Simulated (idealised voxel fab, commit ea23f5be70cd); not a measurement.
Name of the process module below: voxel self aligned vias
Cross-section cut: width 175 nm, square cells of 5 nm.
Cross-section format: a grid of square cells, given as bands from top to bottom; each band is one or more rows of cells. Basically the band line says how high the top is and how high the bottom is, in nm, and then what's in it from left to right, every material with its width in nm. Empty space shows up as "air", and if a single material carries "everywhere" it runs the full band edge to edge. Beneath 0, the wafer as received is one material, and that level is where height counting begins. The lowest band goes on downward without a bottom; it is written like "0 and below". You'd read "30 to 40" like this: the band's top row of cells is as wide as the first number, its bottom row is as wide as the second, and going down, every row changes width by the same amount as the row before did. No cell of the cross-section changed in a step that is given as "nothing got changed". Reported under the label "Sealed internal cavities" are the empty spaces having no open way to the top and comprising 8 cells or more; the notation for each is width x height at distance, in which the distance is measured from the left edge and all three values are in nm. What comes after the settings on a step's line is commentary from the simulator itself on that step. Each step line may optionally specify "overlay nm", which for a step with a mask gives the rightward distance between the mask's planned place and where it lay, a negative value indicating the leftward direction.
Process steps - plan
1: RECEIVE, material Si
2: CONFORMAL_DEP, material SiO2, thk nm 15
3: CONFORMAL_DEP, material SiCN, thk nm 5
4: DIRECTIONAL_DEP, material lowk, thk nm 20
5: PATTERN, tone open, mask id LINES, material resist, width nm 20, pitch nm 70, thk nm 15, overlay nm 0
6: DIRECTIONAL_ETCH, etch materials lowk, depth nm 20
7: STRIP, etch materials resist
8: CONFORMAL_DEP, material TiN, thk nm 5
9: FILL_DEP, material Ru, thk nm 10
10: CMP, height nm 40
11: SELECTIVE_ETCH, etch materials W Ru TiN, depth nm 5
12: FILL_DEP, material SiN, thk nm 10
13: CMP, height nm 40
14: DIRECTIONAL_DEP, material lowk, thk nm 20
15: PATTERN, tone open, mask id VIAS, material resist, width nm 40, thk nm 20, overlay nm 0
16: DIRECTIONAL_ETCH, etch materials lowk, depth nm 20
17: DIRECTIONAL_ETCH, etch materials SiN, depth nm 5
18: STRIP, etch materials resist
19: CONFORMAL_DEP, material TiN, thk nm 5
20: FILL_DEP, material W, thk nm 5
21: CMP, height nm 60
22: CONFORMAL_DEP, material SiCN, thk nm 5
So this is the incoming wafer in cross-section - it's already been through step 1
	0 and below: Si everywhere
	Sealed internal cavities: none
First wafer of two, sectioned at end of module; run went per plan
	65 down to 60: SiCN everywhere
	60 down to 45: lowk 30 nm  TiN 5 nm  W 30 nm  TiN 5 nm  lowk 105 nm
	45 down to 40: lowk 30 nm  TiN 15 nm  W 10 nm  TiN 15 nm  lowk 105 nm
	40 down to 35: lowk 40 nm  TiN 20 nm  lowk 50 nm  SiN 20 nm  lowk 45 nm
	35 down to 25: lowk 40 nm  TiN 5 nm  Ru 10 nm  TiN 5 nm  lowk 50 nm  TiN 5 nm  Ru 10 nm  TiN 5 nm  lowk 45 nm
	25 down to 20: lowk 40 nm  TiN 20 nm  lowk 50 nm  TiN 20 nm  lowk 45 nm
	20 down to 15: SiCN everywhere
	15 down to 0: SiO2 everywhere
	0 and below: Si everywhere
	Sealed internal cavities: none
So this is wafer number two of the two, cut at the end of the module - it started where the first did and had the same plan, we just got one thing wrong running it
	65 down to 60: SiCN everywhere
	60 down to 45: lowk 30 nm  TiN 5 nm  W 30 nm  TiN 5 nm  lowk 105 nm
	45 down to 40: lowk 30 nm  TiN 40 nm  lowk 105 nm
	40 down to 35: SiN 30 nm  TiN 10 nm  lowk 20 nm  TiN 10 nm  SiN 40 nm  lowk 20 nm  SiN 45 nm
	35 down to 25: Ru 35 nm  TiN 5 nm  lowk 20 nm  TiN 5 nm  Ru 40 nm  TiN 5 nm  lowk 20 nm  TiN 5 nm  Ru 40 nm
	25 down to 20: TiN 40 nm  lowk 20 nm  TiN 50 nm  lowk 20 nm  TiN 45 nm
	20 down to 15: SiCN everywhere
	15 down to 0: SiO2 everywhere
	0 and below: Si everywhere
	Sealed internal cavities: none
The plan and the run diverged here: step 5 went in with a setting other than planned; the actual run was PATTERN, tone cover, mask id LINES, material resist, width nm 20, pitch nm 70, thk nm 15, overlay nm 0
at the end the second wafer has, in cells: Ru: 38 more, SiN: 19 more, TiN: 21 more, W: 2 fewer, lowk: 76 fewer
